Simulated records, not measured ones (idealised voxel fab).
process module | voxel wiring stack
We display cut, a cross-section 190 nm in width whose square cells are each 5 nm.
If you're reading a cross-section in this doc, picture square cells in a grid; it comes to you as bands, top ones listed first down to the bottom, and a band can be one or more rows of cells.
In this notation a band is specified by the heights of its top and bottom, in that order and in nm, after which its materials appear from left to right, each paired with its width in nm. The word "all across" attached to a single material means that material fills the band from edge to edge; the word "empty" stands for empty space.
Heights are measured from 0, the level below which the as-received wafer is all one material; the lowest band has no bottom and continues downward, written as in "0 down".
A width given as "30 to 40" starts at the first number in the band's top row and ends at the second number in its bottom row, shifting by an equal amount at every step from row to row.
"no change occurred" for a step: no cell of the cross-section changed in that step.
"Cavities, closed" lists enclosed empty spaces (at least 8 cells, no open path upward to the top), each as width x height at distance from the left edge, in nm.
It should be noted that, on the line of a given step, the content following the step's settings is a remark produced by the simulator itself with respect to that step.
overlay nm: mask offset rightward from planned place, masked step; negative means leftward offset.

Process steps (planned)
| 1 | RECEIVE: material Si |
| 2 | CONFORMAL_DEP: material SiO2, thk nm 10 |
| 3 | CONFORMAL_DEP: material SiN, thk nm 5 |
| 4 | DIRECTIONAL_DEP: material lowk, thk nm 15 |
| 5 | DIRECTIONAL_DEP: material aC, thk nm 10 |
| 6 | PATTERN: tone open, mask id METAL_1, material resist, width nm 30, pitch nm 60, thk nm 30, overlay nm 0 |
| 7 | DIRECTIONAL_ETCH: etch materials aC, depth nm 10 |
| 8 | STRIP: etch materials resist |
| 9 | DIRECTIONAL_ETCH: etch materials lowk, depth nm 15 |
| 10 | DIRECTIONAL_ETCH: etch materials SiN, depth nm 5 |
| 11 | STRIP: etch materials aC |
| 12 | CONFORMAL_DEP: material TiN, thk nm 5 |
| 13 | FILL_DEP: material Cu, thk nm 10 |
| 14 | CMP: height nm 30 |
| 15 | EPI: material Ru, thk nm 5 |
| 16 | FILL_DEP: material SiCN, thk nm 5 |
| 17 | DIRECTIONAL_DEP: material SiO2, thk nm 15 |
| 18 | PATTERN: tone open, mask id PLUG_1, material resist, width nm 15, pitch nm 60, thk nm 20, overlay nm 0 |
| 19 | DIRECTIONAL_ETCH: etch materials SiO2, depth nm 15 |
| 20 | DIRECTIONAL_ETCH: etch materials SiCN, depth nm 5 |
| 21 | STRIP: etch materials resist |
| 22 | CONFORMAL_DEP: material TiN, thk nm 5 |
| 23 | FILL_DEP: material Ru, thk nm 10 |
| 24 | CMP: height nm 55 |
| 25 | DIRECTIONAL_DEP: material TiN, thk nm 5 |
| 26 | DIRECTIONAL_DEP: material W, thk nm 20 |
| 27 | MASKED_ETCH: tone cover, mask id METAL_2, width nm 30, pitch nm 60, etch materials W, depth nm 20, overlay nm 0 |
| 28 | MASKED_ETCH: tone cover, mask id METAL_2, width nm 30, pitch nm 60, etch materials TiN, depth nm 5, overlay nm 0 |
| 29 | FILL_DEP: material SiO2, thk nm 5 |
| 30 | CMP: height nm 80 |
| 31 | CONFORMAL_DEP: material SiCN, thk nm 5 |

Cross-section, incoming material, after step 1
* 0 down | Si all across
* Cavities, closed: none

The following cross-section depicts the wafer upon conclusion of the module. Processing commenced from the starting condition illustrated above and adhered to the plan illustrated above, save for one mistake in execution
* 85 to 80 | SiCN all across
* 80 to 60 | SiO2 20 nm, then W 30 nm, then SiO2 30 nm, then W 30 nm, then SiO2 30 nm, then W 30 nm, then SiO2 20 nm
* 60 to 55 | SiO2 15 nm, then TiN 35 nm, then SiO2 25 nm, then TiN 35 nm, then SiO2 25 nm, then TiN 35 nm, then SiO2 20 nm
* 55 to 40 | SiO2 20 nm, then TiN 5 nm, then Ru 5 nm, then TiN 5 nm, then SiO2 45 nm, then TiN 5 nm, then Ru 5 nm, then TiN 5 nm, then SiO2 45 nm, then TiN 5 nm, then Ru 5 nm, then TiN 5 nm, then SiO2 35 nm
* 40 to 35 | SiCN 20 nm, then TiN 15 nm, then SiCN 45 nm, then TiN 15 nm, then SiCN 45 nm, then TiN 15 nm, then SiCN 35 nm
* 35 to 30 | SiCN 15 nm, then Ru 40 nm, then SiCN 20 nm, then Ru 40 nm, then SiCN 20 nm, then Ru 40 nm, then SiCN 15 nm
* 30 to 15 | lowk 20 nm, then TiN 5 nm, then Cu 20 nm, then TiN 5 nm, then lowk 30 nm, then TiN 5 nm, then Cu 20 nm, then TiN 5 nm, then lowk 30 nm, then TiN 5 nm, then Cu 20 nm, then TiN 5 nm, then lowk 20 nm
* 15 to 10 | SiN 20 nm, then TiN 30 nm, then SiN 30 nm, then TiN 30 nm, then SiN 30 nm, then TiN 30 nm, then SiN 20 nm
* 10 to 0 | SiO2 all across
* 0 down | Si all across
* Cavities, closed: none
What was the processing mistake? step 28 went in with a setting other than planned; the actual run was MASKED_ETCH: tone cover, mask id METAL_2, width nm 30, pitch nm 60, etch materials TiN, depth nm 5, overlay nm -5
